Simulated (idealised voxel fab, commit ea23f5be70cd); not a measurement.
process module | voxel capacitor over wiring
cross-section cut | 300 nm wide | cells 5 nm
A cross-section is a grid of square cells, given in bands from the top down. A band is one or more rows of cells.
Each band's line starts with the height of the band's top and of its bottom, in nm. Then come its materials from left to right, each with its width in nm. One material with "throughout" fills the band from edge to edge. "air" is empty space.
Height 0 is the level under which the wafer as received is all one material. The lowest band goes on downwards, as in "0 down".
A width such as "30 to 40" changes by the same amount from each row of cells to the next, from the band's top row to its bottom row.
"no change" after a step means that no cell of the cross-section changed.
closed voids: empty space of 8 cells or more with no open way to the top, each as width x height at its distance from the left edge, in nm
after a step's settings: what the simulator itself notes on the step
overlay nm, on a step with a mask: how far to the right of its planned place the mask lay; to the left if negative
Each pair below shows a cross-section before one step and the cross-section after it, down to the lowest band that changed. The line under each pair gives the step between them, with its settings. The pairs can come from different runs of this module on the same starting wafer, so a pair continues from the pair above only where its "before" says so.
before
  50 to 30: SiO2 100 | air 15 | SiO2 185
  30 to 25: SiCN throughout
  25 to 15: lowk 90 | SiN 5 | W 20 | SiN 5 | lowk 55 | SiN 5 | W 20 | SiN 5 | lowk 95
  15 to 10: SiN 95 | TiN 20 | SiN 65 | TiN 20 | SiN 100
  10 to 0: SiO2 throughout
  0 down: Si throughout
  closed voids: none
after
  50 to 30: SiO2 100 | air 15 | SiO2 185
  30 to 25: SiCN 100 | air 15 | SiCN 185
  below 25: unchanged
  closed voids: none
the step between: op MASKED_ETCH | tone open | mask id PLUG_1 | width nm 15 | etch materials SiCN | depth nm 5 | overlay nm 0
before: the cross-section after the pair above
after
  55 to 50: TiN 105 | air 5 | TiN 190
  50 to 30: SiO2 100 | TiN 5 | air 5 | TiN 5 | SiO2 185
  30 to 25: SiCN 100 | TiN 15 | SiCN 185
  below 25: unchanged
  closed voids: none
the step between: op CONFORMAL_DEP | material TiN | thk nm 5
before: the cross-section after the pair above
after
  60 to 55: Cu throughout
  55 to 50: TiN 105 | Cu 5 | TiN 190
  50 to 30: SiO2 100 | TiN 5 | Cu 5 | TiN 5 | SiO2 185
  below 30: unchanged
  closed voids: none
the step between: op FILL_DEP | material Cu | thk nm 5
before: the cross-section after the pair above
after
  65 to 60: TiN throughout
  below 60: unchanged
  closed voids: none
the step between: op DIRECTIONAL_DEP | material TiN | thk nm 5
before: the cross-section after the pair above
after
  70 to 65: Al2O3 throughout
  below 65: unchanged
  closed voids: none
the step between: op DIRECTIONAL_DEP | material Al2O3 | thk nm 5
before: the cross-section after the pair above
after
  80 to 70: TiN throughout
  below 70: unchanged
  closed voids: none
the step between: op DIRECTIONAL_DEP | material TiN | thk nm 10
before: the cross-section after the pair above
after
  95 to 80: aC throughout
  below 80: unchanged
  closed voids: none
the step between: op DIRECTIONAL_DEP | material aC | thk nm 15
before: the cross-section after the pair above
after
  130 to 95: air 100 | resist 70 | air 130
  below 95: unchanged
  closed voids: none
the step between: op PATTERN | tone cover | mask id UPPER_PLATE | material resist | width nm 70 | thk nm 35 | overlay nm 0
before: the cross-section after the pair above
after
  115 to 95: air 100 | resist 70 | air 130
  95 to 80: air 100 | aC 70 | air 130
  below 80: unchanged
  closed voids: none
the step between: op DIRECTIONAL_ETCH | etch materials aC | depth nm 15
before: the cross-section after the pair above
after
  95 to 80: air 100 | aC 70 | air 130
  below 80: unchanged
  closed voids: none
the step between: op STRIP | etch materials resist
before: the cross-section after the pair above
after
  95 to 80: air 100 | aC 70 | air 130
  80 to 70: air 100 | TiN 70 | air 130
  below 70: unchanged
  closed voids: none
the step between: op DIRECTIONAL_ETCH | etch materials TiN | depth nm 10
before: the cross-section after the pair above
after
  95 to 80: air 100 | aC 70 | air 130
  80 to 70: air 100 | TiN 70 | air 130
  70 to 65: air 100 | Al2O3 70 | air 130
  below 65: unchanged
  closed voids: none
the step between: op DIRECTIONAL_ETCH | etch materials Al2O3 | depth nm 5
before: the cross-section after the pair above
after
  80 to 70: air 100 | TiN 70 | air 130
  below 70: unchanged
  closed voids: none
the step between: op STRIP | etch materials aC
before: the cross-section after the pair above
after
  90 to 80: air 100 | aC 70 | air 130
  80 to 75: air 100 | TiN 70 | air 130
  75 to 70: aC 100 | TiN 70 | aC 130
  70 to 65: aC 100 | Al2O3 70 | aC 130
  below 65: unchanged
  closed voids: none
the step between: op DIRECTIONAL_DEP | material aC | thk nm 10
before: the cross-section after the pair above
after
  120 to 90: air 95 | resist 80 | air 125
  90 to 80: air 95 | resist 5 | aC 70 | resist 5 | air 125
  80 to 75: air 95 | resist 5 | TiN 70 | resist 5 | air 125
  below 75: unchanged
  closed voids: none
the step between: op PATTERN | tone cover | mask id LOWER_PLATE | material resist | width nm 80 | thk nm 30 | overlay nm 0
before: the cross-section after the pair above
after
  110 to 90: air 95 | resist 80 | air 125
  90 to 80: air 95 | resist 5 | aC 70 | resist 5 | air 125
  80 to 75: air 95 | resist 5 | TiN 70 | resist 5 | air 125
  75 to 70: air 95 | aC 5 | TiN 70 | aC 5 | air 125
  70 to 65: air 95 | aC 5 | Al2O3 70 | aC 5 | air 125
  below 65: unchanged
  closed voids: none
the step between: op DIRECTIONAL_ETCH | etch materials aC | depth nm 10
before: the cross-section after the pair above
after
  90 to 80: air 100 | aC 70 | air 130
  80 to 75: air 100 | TiN 70 | air 130
  below 75: unchanged
  closed voids: none
the step between: op STRIP | etch materials resist
before: the cross-section after the pair above
after
  90 to 80: air 100 | aC 70 | air 130
  80 to 75: air 100 | TiN 70 | air 130
  75 to 70: air 95 | aC 5 | TiN 70 | aC 5 | air 125
  70 to 65: air 95 | aC 5 | Al2O3 70 | aC 5 | air 125
  65 to 60: air 95 | TiN 80 | air 125
  below 60: unchanged
  closed voids: none
the step between: op DIRECTIONAL_ETCH | etch materials TiN | depth nm 5
before: the cross-section after the pair above
after
  80 to 70: air 100 | TiN 70 | air 130
  70 to 65: air 100 | Al2O3 70 | air 130
  below 65: unchanged
  closed voids: none
the step between: op STRIP | etch materials aC
before: the cross-section after the pair above
after
  95 to 80: SiO2 throughout
  80 to 70: SiO2 100 | TiN 70 | SiO2 130
  70 to 65: SiO2 100 | Al2O3 70 | SiO2 130
  65 to 60: SiO2 95 | TiN 80 | SiO2 125
  below 60: unchanged
  closed voids: none
the step between: op FILL_DEP | material SiO2 | thk nm 15
before: the cross-section after the pair above
after
  90 to 80: SiO2 throughout
  below 80: unchanged
  closed voids: none
the step between: op CMP | height nm 90
before: the cross-section after the pair above
after
  110 to 90: resist 110 | air 15 | resist 175
  below 90: unchanged
  closed voids: none
the step between: op PATTERN | tone open | mask id PLUG_2 | material resist | width nm 15 | thk nm 20 | overlay nm 0
before: the cross-section after the pair above
after
  110 to 90: resist 110 | air 15 | resist 175
  90 to 80: SiO2 110 | air 15 | SiO2 175
  below 80: unchanged
  closed voids: none
the step between: op DIRECTIONAL_ETCH | etch materials SiO2 | depth nm 10
before: the cross-section after the pair above
after
  90 to 80: SiO2 110 | air 15 | SiO2 175
  below 80: unchanged
  closed voids: none
the step between: op STRIP | etch materials resist
before: the cross-section after the pair above
after
  95 to 90: TiN 115 | air 5 | TiN 180
  90 to 85: SiO2 110 | TiN 5 | air 5 | TiN 5 | SiO2 175
  85 to 80: SiO2 110 | TiN 15 | SiO2 175
  below 80: unchanged
  closed voids: none
the step between: op CONFORMAL_DEP | material TiN | thk nm 5
before: the cross-section after the pair above
after
  100 to 95: Ru throughout
  95 to 90: TiN 115 | Ru 5 | TiN 180
  90 to 85: SiO2 110 | TiN 5 | Ru 5 | TiN 5 | SiO2 175
  below 85: unchanged
  closed voids: none
the step between: op FILL_DEP | material Ru | thk nm 5
before: the cross-section after the pair above
after
  90 to 85: SiO2 110 | TiN 5 | Ru 5 | TiN 5 | SiO2 175
  below 85: unchanged
  closed voids: none
the step between: op CMP | height nm 90
before: the cross-section after the pair above
after
  95 to 90: SiN throughout
  below 90: unchanged
  closed voids: none
the step between: op CONFORMAL_DEP | material SiN | thk nm 5
before
  90 to 80: SiO2 throughout
  80 to 70: SiO2 100 | TiN 70 | SiO2 130
  70 to 65: SiO2 100 | Al2O3 70 | SiO2 130
  65 to 60: SiO2 95 | TiN 80 | SiO2 125
  60 to 40: SiO2 100 | TiN 5 | Cu 5 | TiN 5 | SiO2 185
  40 to 35: SiCN 100 | TiN 15 | SiCN 185
  35 to 15: lowk 90 | SiN 5 | W 20 | SiN 5 | lowk 55 | SiN 5 | W 20 | SiN 5 | lowk 95
  15 to 10: SiN 95 | TiN 20 | SiN 65 | TiN 20 | SiN 100
  10 to 0: SiO2 throughout
  0 down: Si throughout
  closed voids: none
after
  110 to 90: resist 105 | air 25 | resist 170
  below 90: unchanged
  closed voids: none
the step between: op PATTERN | tone open | mask id PLUG_2 | material resist | width nm 25 | thk nm 20 | overlay nm 0
before: the cross-section after the pair above
after
  110 to 90: resist 105 | air 25 | resist 170
  90 to 80: SiO2 105 | air 25 | SiO2 170
  below 80: unchanged
  closed voids: none
the step between: op DIRECTIONAL_ETCH | etch materials SiO2 | depth nm 10
before: the cross-section after the pair above
after
  90 to 80: SiO2 105 | air 25 | SiO2 170
  below 80: unchanged
  closed voids: none
the step between: op STRIP | etch materials resist
before: the cross-section after the pair above
after
  95 to 90: TiN 110 | air 15 | TiN 175
  90 to 85: SiO2 105 | TiN 5 | air 15 | TiN 5 | SiO2 170
  85 to 80: SiO2 105 | TiN 25 | SiO2 170
  below 80: unchanged
  closed voids: none
the step between: op CONFORMAL_DEP | material TiN | thk nm 5
before: the cross-section after the pair above
after
  100 to 95: Ru throughout
  95 to 90: TiN 110 | Ru 15 | TiN 175
  90 to 85: SiO2 105 | TiN 5 | Ru 15 | TiN 5 | SiO2 170
  below 85: unchanged
  closed voids: none
the step between: op FILL_DEP | material Ru | thk nm 5
before: the cross-section after the pair above
after
  90 to 85: SiO2 105 | TiN 5 | Ru 15 | TiN 5 | SiO2 170
  below 85: unchanged
  closed voids: none
the step between: op CMP | height nm 90
before: the cross-section after the pair above
after
  95 to 90: SiN throughout
  below 90: unchanged
  closed voids: none
the step between: op CONFORMAL_DEP | material SiN | thk nm 5
before
  60 to 40: SiO2 throughout
  40 to 35: SiCN throughout
  35 to 15: lowk 90 | SiN 5 | W 20 | SiN 5 | lowk 55 | SiN 5 | W 20 | SiN 5 | lowk 95
  15 to 10: SiN 95 | TiN 20 | SiN 65 | TiN 20 | SiN 100
  10 to 0: SiO2 throughout
  0 down: Si throughout
  closed voids: none
after
  60 to 40: SiO2 95 | air 15 | SiO2 190
  below 40: unchanged
  closed voids: none
the step between: op MASKED_ETCH | tone open | mask id PLUG_1 | width nm 15 | etch materials SiO2 | depth nm 20 | overlay nm -5
before: the cross-section after the pair above
after
  60 to 40: SiO2 95 | air 15 | SiO2 190
  40 to 35: SiCN 100 | air 10 | SiCN 190
  below 35: unchanged
  closed voids: none
the step between: op MASKED_ETCH | tone open | mask id PLUG_1 | width nm 15 | etch materials SiCN | depth nm 5 | overlay nm 0
before: the cross-section after the pair above
after
  65 to 60: TiN 100 | air 5 | TiN 195
  60 to 45: SiO2 95 | TiN 5 | air 5 | TiN 5 | SiO2 190
  45 to 40: SiO2 95 | TiN 15 | SiO2 190
  40 to 35: SiCN 100 | TiN 10 | SiCN 190
  below 35: unchanged
  closed voids: none
the step between: op CONFORMAL_DEP | material TiN | thk nm 5
before: the cross-section after the pair above
after
  70 to 65: Cu throughout
  65 to 60: TiN 100 | Cu 5 | TiN 195
  60 to 45: SiO2 95 | TiN 5 | Cu 5 | TiN 5 | SiO2 190
  below 45: unchanged
  closed voids: none
the step between: op FILL_DEP | material Cu | thk nm 5
before: the cross-section after the pair above
after
  60 to 45: SiO2 95 | TiN 5 | Cu 5 | TiN 5 | SiO2 190
  below 45: unchanged
  closed voids: none
the step between: op CMP | height nm 60
before: the cross-section after the pair above
after
  65 to 60: TiN throughout
  below 60: unchanged
  closed voids: none
the step between: op DIRECTIONAL_DEP | material TiN | thk nm 5
before: the cross-section after the pair above
after
  70 to 65: Al2O3 throughout
  below 65: unchanged
  closed voids: none
the step between: op DIRECTIONAL_DEP | material Al2O3 | thk nm 5
before: the cross-section after the pair above
after
  80 to 70: TiN throughout
  below 70: unchanged
  closed voids: none
the step between: op DIRECTIONAL_DEP | material TiN | thk nm 10
before: the cross-section after the pair above
after
  95 to 80: aC throughout
  below 80: unchanged
  closed voids: none
the step between: op DIRECTIONAL_DEP | material aC | thk nm 15
before: the cross-section after the pair above
after
  130 to 95: air 100 | resist 70 | air 130
  below 95: unchanged
  closed voids: none
the step between: op PATTERN | tone cover | mask id UPPER_PLATE | material resist | width nm 70 | thk nm 35 | overlay nm 0
before: the cross-section after the pair above
after
  115 to 95: air 100 | resist 70 | air 130
  95 to 80: air 100 | aC 70 | air 130
  below 80: unchanged
  closed voids: none
the step between: op DIRECTIONAL_ETCH | etch materials aC | depth nm 15
before: the cross-section after the pair above
after
  95 to 80: air 100 | aC 70 | air 130
  below 80: unchanged
  closed voids: none
the step between: op STRIP | etch materials resist
before: the cross-section after the pair above
after
  95 to 80: air 100 | aC 70 | air 130
  80 to 70: air 100 | TiN 70 | air 130
  below 70: unchanged
  closed voids: none
the step between: op DIRECTIONAL_ETCH | etch materials TiN | depth nm 10
before: the cross-section after the pair above
after
  95 to 80: air 100 | aC 70 | air 130
  80 to 70: air 100 | TiN 70 | air 130
  70 to 65: air 100 | Al2O3 70 | air 130
  below 65: unchanged
  closed voids: none
the step between: op DIRECTIONAL_ETCH | etch materials Al2O3 | depth nm 5
before: the cross-section after the pair above
after
  80 to 70: air 100 | TiN 70 | air 130
  below 70: unchanged
  closed voids: none
the step between: op STRIP | etch materials aC
before: the cross-section after the pair above
after
  90 to 80: air 100 | aC 70 | air 130
  80 to 75: air 100 | TiN 70 | air 130
  75 to 70: aC 100 | TiN 70 | aC 130
  70 to 65: aC 100 | Al2O3 70 | aC 130
  below 65: unchanged
  closed voids: none
the step between: op DIRECTIONAL_DEP | material aC | thk nm 10
before: the cross-section after the pair above
after
  120 to 90: air 95 | resist 80 | air 125
  90 to 80: air 95 | resist 5 | aC 70 | resist 5 | air 125
  80 to 75: air 95 | resist 5 | TiN 70 | resist 5 | air 125
  below 75: unchanged
  closed voids: none
the step between: op PATTERN | tone cover | mask id LOWER_PLATE | material resist | width nm 80 | thk nm 30 | overlay nm 0
before: the cross-section after the pair above
after
  110 to 90: air 95 | resist 80 | air 125
  90 to 80: air 95 | resist 5 | aC 70 | resist 5 | air 125
  80 to 75: air 95 | resist 5 | TiN 70 | resist 5 | air 125
  75 to 70: air 95 | aC 5 | TiN 70 | aC 5 | air 125
  70 to 65: air 95 | aC 5 | Al2O3 70 | aC 5 | air 125
  below 65: unchanged
  closed voids: none
the step between: op DIRECTIONAL_ETCH | etch materials aC | depth nm 10
before: the cross-section after the pair above
after
  90 to 80: air 100 | aC 70 | air 130
  80 to 75: air 100 | TiN 70 | air 130
  below 75: unchanged
  closed voids: none
the step between: op STRIP | etch materials resist
before: the cross-section after the pair above
after
  90 to 80: air 100 | aC 70 | air 130
  80 to 75: air 100 | TiN 70 | air 130
  75 to 70: air 95 | aC 5 | TiN 70 | aC 5 | air 125
  70 to 65: air 95 | aC 5 | Al2O3 70 | aC 5 | air 125
  65 to 60: air 95 | TiN 80 | air 125
  below 60: unchanged
  closed voids: none
the step between: op DIRECTIONAL_ETCH | etch materials TiN | depth nm 5
before: the cross-section after the pair above
after
  80 to 70: air 100 | TiN 70 | air 130
  70 to 65: air 100 | Al2O3 70 | air 130
  below 65: unchanged
  closed voids: none
the step between: op STRIP | etch materials aC
before: the cross-section after the pair above
after
  95 to 80: SiO2 throughout
  80 to 70: SiO2 100 | TiN 70 | SiO2 130
  70 to 65: SiO2 100 | Al2O3 70 | SiO2 130
  65 to 60: SiO2 95 | TiN 80 | SiO2 125
  below 60: unchanged
  closed voids: none
the step between: op FILL_DEP | material SiO2 | thk nm 15
before: the cross-section after the pair above
after
  90 to 80: SiO2 throughout
  below 80: unchanged
  closed voids: none
the step between: op CMP | height nm 90
before: the cross-section after the pair above
after
  110 to 90: resist 110 | air 15 | resist 175
  below 90: unchanged
  closed voids: none
the step between: op PATTERN | tone open | mask id PLUG_2 | material resist | width nm 15 | thk nm 20 | overlay nm 0
before: the cross-section after the pair above
after
  110 to 90: resist 110 | air 15 | resist 175
  90 to 80: SiO2 110 | air 15 | SiO2 175
  below 80: unchanged
  closed voids: none
the step between: op DIRECTIONAL_ETCH | etch materials SiO2 | depth nm 10
before: the cross-section after the pair above
after
  90 to 80: SiO2 110 | air 15 | SiO2 175
  below 80: unchanged
  closed voids: none
the step between: op STRIP | etch materials resist
before: the cross-section after the pair above
after
  95 to 90: TiN 115 | air 5 | TiN 180
  90 to 85: SiO2 110 | TiN 5 | air 5 | TiN 5 | SiO2 175
  85 to 80: SiO2 110 | TiN 15 | SiO2 175
  below 80: unchanged
  closed voids: none
the step between: op CONFORMAL_DEP | material TiN | thk nm 5
before: the cross-section after the pair above
after
  100 to 95: Ru throughout
  95 to 90: TiN 115 | Ru 5 | TiN 180
  90 to 85: SiO2 110 | TiN 5 | Ru 5 | TiN 5 | SiO2 175
  below 85: unchanged
  closed voids: none
the step between: op FILL_DEP | material Ru | thk nm 5
before: the cross-section after the pair above
after
  90 to 85: SiO2 110 | TiN 5 | Ru 5 | TiN 5 | SiO2 175
  below 85: unchanged
  closed voids: none
the step between: op CMP | height nm 90
before: the cross-section after the pair above
after
  95 to 90: SiN throughout
  below 90: unchanged
  closed voids: none
the step between: op CONFORMAL_DEP | material SiN | thk nm 5
before
  35 to 15: lowk 90 | SiN 5 | W 20 | SiN 5 | lowk 55 | SiN 5 | W 20 | SiN 5 | lowk 95
  15 to 10: SiN 95 | TiN 20 | SiN 65 | TiN 20 | SiN 100
  10 to 0: SiO2 throughout
  0 down: Si throughout
  closed voids: none
after
  40 to 35: aC throughout
  below 35: unchanged
  closed voids: none
the step between: op CONFORMAL_DEP | material aC | thk nm 5
before: the cross-section after the pair above
after
  60 to 40: SiO2 throughout
  below 40: unchanged
  closed voids: none
the step between: op DIRECTIONAL_DEP | material SiO2 | thk nm 20
before: the cross-section after the pair above
after
  60 to 40: SiO2 100 | air 15 | SiO2 185
  below 40: unchanged
  closed voids: none
the step between: op MASKED_ETCH | tone open | mask id PLUG_1 | width nm 15 | etch materials SiO2 | depth nm 20 | overlay nm 0
before: the cross-section after the pair above
after
  65 to 60: TiN 105 | air 5 | TiN 190
  60 to 45: SiO2 100 | TiN 5 | air 5 | TiN 5 | SiO2 185
  45 to 40: SiO2 100 | TiN 15 | SiO2 185
  below 40: unchanged
  closed voids: none
the step between: op CONFORMAL_DEP | material TiN | thk nm 5
before: the cross-section after the pair above
after
  70 to 65: Cu throughout
  65 to 60: TiN 105 | Cu 5 | TiN 190
  60 to 45: SiO2 100 | TiN 5 | Cu 5 | TiN 5 | SiO2 185
  below 45: unchanged
  closed voids: none
the step between: op FILL_DEP | material Cu | thk nm 5
before: the cross-section after the pair above
after
  60 to 45: SiO2 100 | TiN 5 | Cu 5 | TiN 5 | SiO2 185
  below 45: unchanged
  closed voids: none
the step between: op CMP | height nm 60
before: the cross-section after the pair above
after
  65 to 60: TiN throughout
  below 60: unchanged
  closed voids: none
the step between: op DIRECTIONAL_DEP | material TiN | thk nm 5
before: the cross-section after the pair above
after
  70 to 65: Al2O3 throughout
  below 65: unchanged
  closed voids: none
the step between: op DIRECTIONAL_DEP | material Al2O3 | thk nm 5
before: the cross-section after the pair above
after
  80 to 70: TiN throughout
  below 70: unchanged
  closed voids: none
the step between: op DIRECTIONAL_DEP | material TiN | thk nm 10
before: the cross-section after the pair above
after
  95 to 80: aC throughout
  below 80: unchanged
  closed voids: none
the step between: op DIRECTIONAL_DEP | material aC | thk nm 15
before: the cross-section after the pair above
after
  130 to 95: air 100 | resist 70 | air 130
  below 95: unchanged
  closed voids: none
the step between: op PATTERN | tone cover | mask id UPPER_PLATE | material resist | width nm 70 | thk nm 35 | overlay nm 0
before: the cross-section after the pair above
after
  115 to 95: air 100 | resist 70 | air 130
  95 to 80: air 100 | aC 70 | air 130
  below 80: unchanged
  closed voids: none
the step between: op DIRECTIONAL_ETCH | etch materials aC | depth nm 15
before: the cross-section after the pair above
after
  95 to 80: air 100 | aC 70 | air 130
  below 80: unchanged
  closed voids: none
the step between: op STRIP | etch materials resist
before: the cross-section after the pair above
after
  95 to 80: air 100 | aC 70 | air 130
  80 to 70: air 100 | TiN 70 | air 130
  below 70: unchanged
  closed voids: none
the step between: op DIRECTIONAL_ETCH | etch materials TiN | depth nm 10
before: the cross-section after the pair above
after
  95 to 80: air 100 | aC 70 | air 130
  80 to 70: air 100 | TiN 70 | air 130
  70 to 65: air 100 | Al2O3 70 | air 130
  below 65: unchanged
  closed voids: none
the step between: op DIRECTIONAL_ETCH | etch materials Al2O3 | depth nm 5
before: the cross-section after the pair above
after
  80 to 70: air 100 | TiN 70 | air 130
  below 70: unchanged
  closed voids: none
the step between: op STRIP | etch materials aC
before: the cross-section after the pair above
after
  90 to 80: air 100 | aC 70 | air 130
  80 to 75: air 100 | TiN 70 | air 130
  75 to 70: aC 100 | TiN 70 | aC 130
  70 to 65: aC 100 | Al2O3 70 | aC 130
  below 65: unchanged
  closed voids: none
the step between: op DIRECTIONAL_DEP | material aC | thk nm 10
before: the cross-section after the pair above
after
  120 to 90: air 95 | resist 80 | air 125
  90 to 80: air 95 | resist 5 | aC 70 | resist 5 | air 125
  80 to 75: air 95 | resist 5 | TiN 70 | resist 5 | air 125
  below 75: unchanged
  closed voids: none
the step between: op PATTERN | tone cover | mask id LOWER_PLATE | material resist | width nm 80 | thk nm 30 | overlay nm 0
before: the cross-section after the pair above
after
  110 to 90: air 95 | resist 80 | air 125
  90 to 80: air 95 | resist 5 | aC 70 | resist 5 | air 125
  80 to 75: air 95 | resist 5 | TiN 70 | resist 5 | air 125
  75 to 70: air 95 | aC 5 | TiN 70 | aC 5 | air 125
  70 to 65: air 95 | aC 5 | Al2O3 70 | aC 5 | air 125
  below 65: unchanged
  closed voids: none
the step between: op DIRECTIONAL_ETCH | etch materials aC | depth nm 10
before: the cross-section after the pair above
after
  90 to 80: air 100 | aC 70 | air 130
  80 to 75: air 100 | TiN 70 | air 130
  below 75: unchanged
  closed voids: none
the step between: op STRIP | etch materials resist
before: the cross-section after the pair above
after
  90 to 80: air 100 | aC 70 | air 130
  80 to 75: air 100 | TiN 70 | air 130
  75 to 70: air 95 | aC 5 | TiN 70 | aC 5 | air 125
  70 to 65: air 95 | aC 5 | Al2O3 70 | aC 5 | air 125
  65 to 60: air 95 | TiN 80 | air 125
  below 60: unchanged
  closed voids: none
the step between: op DIRECTIONAL_ETCH | etch materials TiN | depth nm 5
before: the cross-section after the pair above
after
  80 to 70: air 100 | TiN 70 | air 130
  70 to 65: air 100 | Al2O3 70 | air 130
  below 65: unchanged
  closed voids: none
the step between: op STRIP | etch materials aC
before: the cross-section after the pair above
after
  95 to 80: SiO2 throughout
  80 to 70: SiO2 100 | TiN 70 | SiO2 130
  70 to 65: SiO2 100 | Al2O3 70 | SiO2 130
  65 to 60: SiO2 95 | TiN 80 | SiO2 125
  below 60: unchanged
  closed voids: none
the step between: op FILL_DEP | material SiO2 | thk nm 15
before: the cross-section after the pair above
after
  90 to 80: SiO2 throughout
  below 80: unchanged
  closed voids: none
the step between: op CMP | height nm 90
before: the cross-section after the pair above
after
  110 to 90: resist 110 | air 15 | resist 175
  below 90: unchanged
  closed voids: none
the step between: op PATTERN | tone open | mask id PLUG_2 | material resist | width nm 15 | thk nm 20 | overlay nm 0
before: the cross-section after the pair above
after
  110 to 90: resist 110 | air 15 | resist 175
  90 to 80: SiO2 110 | air 15 | SiO2 175
  below 80: unchanged
  closed voids: none
the step between: op DIRECTIONAL_ETCH | etch materials SiO2 | depth nm 10
before: the cross-section after the pair above
after
  90 to 80: SiO2 110 | air 15 | SiO2 175
  below 80: unchanged
  closed voids: none
the step between: op STRIP | etch materials resist
before: the cross-section after the pair above
after
  95 to 90: TiN 115 | air 5 | TiN 180
  90 to 85: SiO2 110 | TiN 5 | air 5 | TiN 5 | SiO2 175
  85 to 80: SiO2 110 | TiN 15 | SiO2 175
  below 80: unchanged
  closed voids: none
the step between: op CONFORMAL_DEP | material TiN | thk nm 5
before: the cross-section after the pair above
after
  100 to 95: Ru throughout
  95 to 90: TiN 115 | Ru 5 | TiN 180
  90 to 85: SiO2 110 | TiN 5 | Ru 5 | TiN 5 | SiO2 175
  below 85: unchanged
  closed voids: none
the step between: op FILL_DEP | material Ru | thk nm 5
before: the cross-section after the pair above
after
  90 to 85: SiO2 110 | TiN 5 | Ru 5 | TiN 5 | SiO2 175
  below 85: unchanged
  closed voids: none
the step between: op CMP | height nm 90
before: the cross-section after the pair above
after
  95 to 90: SiN throughout
  below 90: unchanged
  closed voids: none
the step between: op CONFORMAL_DEP | material SiN | thk nm 5
before
  90 to 80: SiO2 throughout
  80 to 70: SiO2 100 | TiN 70 | SiO2 130
  70 to 65: SiO2 100 | Al2O3 70 | SiO2 130
  65 to 60: SiO2 95 | TiN 80 | SiO2 125
  60 to 40: SiO2 100 | TiN 5 | Cu 5 | TiN 5 | SiO2 185
  40 to 35: SiCN 100 | TiN 15 | SiCN 185
  35 to 15: lowk 90 | SiN 5 | W 20 | SiN 5 | lowk 55 | SiN 5 | W 20 | SiN 5 | lowk 95
  15 to 10: SiN 95 | TiN 20 | SiN 65 | TiN 20 | SiN 100
  10 to 0: SiO2 throughout
  0 down: Si throughout
  closed voids: none
after
  110 to 90: air 110 | resist 15 | air 175
  below 90: unchanged
  closed voids: none
the step between: op PATTERN | tone cover | mask id PLUG_2 | material resist | width nm 15 | thk nm 20 | overlay nm 0
before: the cross-section after the pair above
after
  110 to 90: air 110 | resist 15 | air 175
  90 to 80: air 110 | SiO2 15 | air 175
  below 80: unchanged
  closed voids: none
the step between: op DIRECTIONAL_ETCH | etch materials SiO2 | depth nm 10
before: the cross-section after the pair above
after
  90 to 80: air 110 | SiO2 15 | air 175
  below 80: unchanged
  closed voids: none
the step between: op STRIP | etch materials resist
before: the cross-section after the pair above
after
  95 to 90: air 105 | TiN 25 | air 170
  90 to 85: air 105 | TiN 5 | SiO2 15 | TiN 5 | air 170
  85 to 80: TiN 110 | SiO2 15 | TiN 175
  below 80: unchanged
  closed voids: none
the step between: op CONFORMAL_DEP | material TiN | thk nm 5
before: the cross-section after the pair above
after
  100 to 95: Ru throughout
  95 to 90: Ru 105 | TiN 25 | Ru 170
  90 to 85: Ru 105 | TiN 5 | SiO2 15 | TiN 5 | Ru 170
  below 85: unchanged
  closed voids: none
the step between: op FILL_DEP | material Ru | thk nm 5
before: the cross-section after the pair above
after
  90 to 85: Ru 105 | TiN 5 | SiO2 15 | TiN 5 | Ru 170
  below 85: unchanged
  closed voids: none
the step between: op CMP | height nm 90
before: the cross-section after the pair above
after
  95 to 90: SiN throughout
  below 90: unchanged
  closed voids: none
the step between: op CONFORMAL_DEP | material SiN | thk nm 5
